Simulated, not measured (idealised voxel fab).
Module name: voxel quadruple lines (process module)
In the cross-section labelled cut, the width is 290 nm and each square cell is 5 nm.
Just so we're on the same page, the cross-sections are grids of square cells, and they're listed out in bands top to bottom, each band one or more rows deep. Heights first: top, then bottom, in nm. Then materials, left to right, each with a width in nm. "everywhere" on a single material: fills the band edge to edge. "air": empty space. Height datum 0, below which the as-received substrate wafer is one material. Lowest band open at the bottom, running downward: "0 down". Top row gets the first number, bottom row gets the second, and each row in between changes by the same step: that is how a band width like "30 to 40" works. The designation "changes: none", where it is given for a processing step, indicates that no cell of the cross-section was altered in the course of that step. "Tabulated closed voids" - sealed voids, min. 8 cells, no opening to top; format: width x height at distance (distance from left edge; nm throughout). Formally, on a step line, whatever follows the settings is a remark that the simulator itself makes on the step. "overlay nm" answers the question of how far to the right of plan the mask lay on a step that has a mask, and when it is negative the answer is to the left.

Planned step list for the process:
- 1: op RECEIVE | material Si
- 2: op CONFORMAL_DEP | material Al2O3 | thk nm 10
- 3: op DIRECTIONAL_DEP | material Ru | thk nm 15
- 4: op DIRECTIONAL_DEP | material polySi | thk nm 20
- 5: op DIRECTIONAL_DEP | material aC | thk nm 20
- 6: op PATTERN | tone cover | mask id MANDREL | material resist | width nm 25 | thk nm 30 | overlay nm 0
- 7: op DIRECTIONAL_ETCH | etch materials aC | depth nm 20
- 8: op STRIP | etch materials resist
- 9: op CONFORMAL_DEP | material SiO2 | thk nm 15
- 10: op DIRECTIONAL_ETCH | etch materials SiO2 | depth nm 15
- 11: op STRIP | etch materials aC
- 12: op DIRECTIONAL_ETCH | etch materials polySi | depth nm 20
- 13: op STRIP | etch materials SiO2
- 14: op CONFORMAL_DEP | material SiN | thk nm 5
- 15: op DIRECTIONAL_ETCH | etch materials SiN | depth nm 5
- 16: op STRIP | etch materials polySi
- 17: op DIRECTIONAL_ETCH | etch materials Ru | depth nm 15
- 18: op STRIP | etch materials SiN
- 19: op FILL_DEP | material lowk | thk nm 5
- 20: op CMP | height nm 25

Below: the first of two wafers, run as planned:

This is the cross-section of the wafer as we received it, i.e. after step 1:
	0 down | Si everywhere
	Tabulated closed voids: none

Cross-section of the wafer subsequent to step 2:
	10 to 0 | Al2O3 everywhere
	Below 0 it's all the same as before, nothing changed down there.

Cross-section of the wafer subsequent to step 3:
	25 to 10 | Ru everywhere
	Below 10 it's all the same as before, nothing changed down there.

Cross-section of the wafer subsequent to step 4:
	45 to 25 | polySi everywhere
	Below 25 it's all the same as before, nothing changed down there.

Cross-section of the wafer subsequent to step 5:
	65 to 45 | aC everywhere
	Below 45 it's all the same as before, nothing changed down there.

Cross-section of the wafer subsequent to step 6:
	95 to 65 | air: 130, resist: 25, air: 135
	Below 65 it's all the same as before, nothing changed down there.

Cross-section of the wafer subsequent to step 7:
	75 to 65 | air: 130, resist: 25, air: 135
	65 to 45 | air: 130, aC: 25, air: 135
	Below 45 it's all the same as before, nothing changed down there.

Cross-section of the wafer subsequent to step 8:
	65 to 45 | air: 130, aC: 25, air: 135
	Below 45 it's all the same as before, nothing changed down there.

Cross-section of the wafer subsequent to step 9:
	80 to 65 | air: 115, SiO2: 55, air: 120
	65 to 60 | air: 115, SiO2: 15, aC: 25, SiO2: 15, air: 120
	60 to 45 | SiO2: 130, aC: 25, SiO2: 135
	Below 45 it's all the same as before, nothing changed down there.

Cross-section of the wafer subsequent to step 10:
	65 to 45 | air: 115, SiO2: 15, aC: 25, SiO2: 15, air: 120
	Below 45 it's all the same as before, nothing changed down there.

Cross-section of the wafer subsequent to step 11:
	65 to 45 | air: 115, SiO2: 15, air: 25, SiO2: 15, air: 120
	Below 45 it's all the same as before, nothing changed down there.

Cross-section of the wafer subsequent to step 12:
	65 to 45 | air: 115, SiO2: 15, air: 25, SiO2: 15, air: 120
	45 to 25 | air: 115, polySi: 15, air: 25, polySi: 15, air: 120
	Below 25 it's all the same as before, nothing changed down there.

Cross-section of the wafer subsequent to step 13:
	45 to 25 | air: 115, polySi: 15, air: 25, polySi: 15, air: 120
	Below 25 it's all the same as before, nothing changed down there.

Cross-section of the wafer subsequent to step 14:
	50 to 45 | air: 110, SiN: 25, air: 15, SiN: 25, air: 115
	45 to 30 | air: 110, SiN: 5, polySi: 15, SiN: 5, air: 15, SiN: 5, polySi: 15, SiN: 5, air: 115
	30 to 25 | SiN: 115, polySi: 15, SiN: 25, polySi: 15, SiN: 120
	Below 25 it's all the same as before, nothing changed down there.

Cross-section of the wafer subsequent to step 15:
	45 to 25 | air: 110, SiN: 5, polySi: 15, SiN: 5, air: 15, SiN: 5, polySi: 15, SiN: 5, air: 115
	Below 25 it's all the same as before, nothing changed down there.

Cross-section of the wafer subsequent to step 16:
	45 to 25 | air: 110, SiN: 5, air: 15, SiN: 5, air: 15, SiN: 5, air: 15, SiN: 5, air: 115
	Below 25 it's all the same as before, nothing changed down there.

Cross-section of the wafer subsequent to step 17:
	45 to 25 | air: 110, SiN: 5, air: 15, SiN: 5, air: 15, SiN: 5, air: 15, SiN: 5, air: 115
	25 to 10 | air: 110, Ru: 5, air: 15, Ru: 5, air: 15, Ru: 5, air: 15, Ru: 5, air: 115
	Below 10 it's all the same as before, nothing changed down there.

Cross-section of the wafer subsequent to step 18:
	25 to 10 | air: 110, Ru: 5, air: 15, Ru: 5, air: 15, Ru: 5, air: 15, Ru: 5, air: 115
	Below 10 it's all the same as before, nothing changed down there.

Cross-section of the wafer subsequent to step 19:
	30 to 25 | lowk everywhere
	25 to 10 | lowk: 110, Ru: 5, lowk: 15, Ru: 5, lowk: 15, Ru: 5, lowk: 15, Ru: 5, lowk: 115
	Below 10 it's all the same as before, nothing changed down there.

Cross-section of the wafer subsequent to step 20:
	25 to 10 | lowk: 110, Ru: 5, lowk: 15, Ru: 5, lowk: 15, Ru: 5, lowk: 15, Ru: 5, lowk: 115
	Below 10 it's all the same as before, nothing changed down there.

Second wafer, same starting conditions and recipe as the first, one mistake in executing it, nothing differs from the first up to and including step 7:

The second wafer cut through, at the time step 8 was supposed to be finished: changes: none

The second wafer cut through, at the time step 9 was supposed to be finished:
	90 to 75 | air: 115, SiO2: 55, air: 120
	75 to 65 | air: 115, SiO2: 15, resist: 25, SiO2: 15, air: 120
	65 to 60 | air: 115, SiO2: 15, aC: 25, SiO2: 15, air: 120
	60 to 45 | SiO2: 130, aC: 25, SiO2: 135
	Below 45 it's all the same as before, nothing changed down there.

The second wafer cut through, at the time step 10 was supposed to be finished:
	75 to 65 | air: 115, SiO2: 15, resist: 25, SiO2: 15, air: 120
	65 to 45 | air: 115, SiO2: 15, aC: 25, SiO2: 15, air: 120
	Below 45 it's all the same as before, nothing changed down there.

The second wafer cut through, at the time step 11 was supposed to be finished:
	75 to 45 | air: 115, SiO2: 15, air: 25, SiO2: 15, air: 120
	Below 45 it's all the same as before, nothing changed down there.

The second wafer cut through, at the time step 12 was supposed to be finished:
	75 to 45 | air: 115, SiO2: 15, air: 25, SiO2: 15, air: 120
	45 to 25 | air: 115, polySi: 15, air: 25, polySi: 15, air: 120
	Below 25 it's all the same as before, nothing changed down there.

The second wafer cut through, at the time step 13 was supposed to be finished:
	45 to 25 | air: 115, polySi: 15, air: 25, polySi: 15, air: 120
	Below 25 it's all the same as before, nothing changed down there.

The second wafer cut through, at the time step 14 was supposed to be finished:
	50 to 45 | air: 110, SiN: 25, air: 15, SiN: 25, air: 115
	45 to 30 | air: 110, SiN: 5, polySi: 15, SiN: 5, air: 15, SiN: 5, polySi: 15, SiN: 5, air: 115
	30 to 25 | SiN: 115, polySi: 15, SiN: 25, polySi: 15, SiN: 120
	Below 25 it's all the same as before, nothing changed down there.

The second wafer cut through, at the time step 15 was supposed to be finished:
	45 to 25 | air: 110, SiN: 5, polySi: 15, SiN: 5, air: 15, SiN: 5, polySi: 15, SiN: 5, air: 115
	Below 25 it's all the same as before, nothing changed down there.

The second wafer cut through, at the time step 16 was supposed to be finished:
	45 to 25 | air: 110, SiN: 5, air: 15, SiN: 5, air: 15, SiN: 5, air: 15, SiN: 5, air: 115
	Below 25 it's all the same as before, nothing changed down there.

The second wafer cut through, at the time step 17 was supposed to be finished:
	45 to 25 | air: 110, SiN: 5, air: 15, SiN: 5, air: 15, SiN: 5, air: 15, SiN: 5, air: 115
	25 to 10 | air: 110, Ru: 5, air: 15, Ru: 5, air: 15, Ru: 5, air: 15, Ru: 5, air: 115
	Below 10 it's all the same as before, nothing changed down there.

The second wafer cut through, at the time step 18 was supposed to be finished:
	25 to 10 | air: 110, Ru: 5, air: 15, Ru: 5, air: 15, Ru: 5, air: 15, Ru: 5, air: 115
	Below 10 it's all the same as before, nothing changed down there.

The second wafer cut through, at the time step 19 was supposed to be finished:
	30 to 25 | lowk everywhere
	25 to 10 | lowk: 110, Ru: 5, lowk: 15, Ru: 5, lowk: 15, Ru: 5, lowk: 15, Ru: 5, lowk: 115
	Below 10 it's all the same as before, nothing changed down there.

The second wafer cut through, at the time step 20 was supposed to be finished:
	25 to 10 | lowk: 110, Ru: 5, lowk: 15, Ru: 5, lowk: 15, Ru: 5, lowk: 15, Ru: 5, lowk: 115
	Below 10 it's all the same as before, nothing changed down there.
What broke from the plan during processing? the run left out plan step 8 entirely, so it was never executed
The two wafers wind up with the same cross-section at the end, so whatever this model computes is the same despite the mistake.
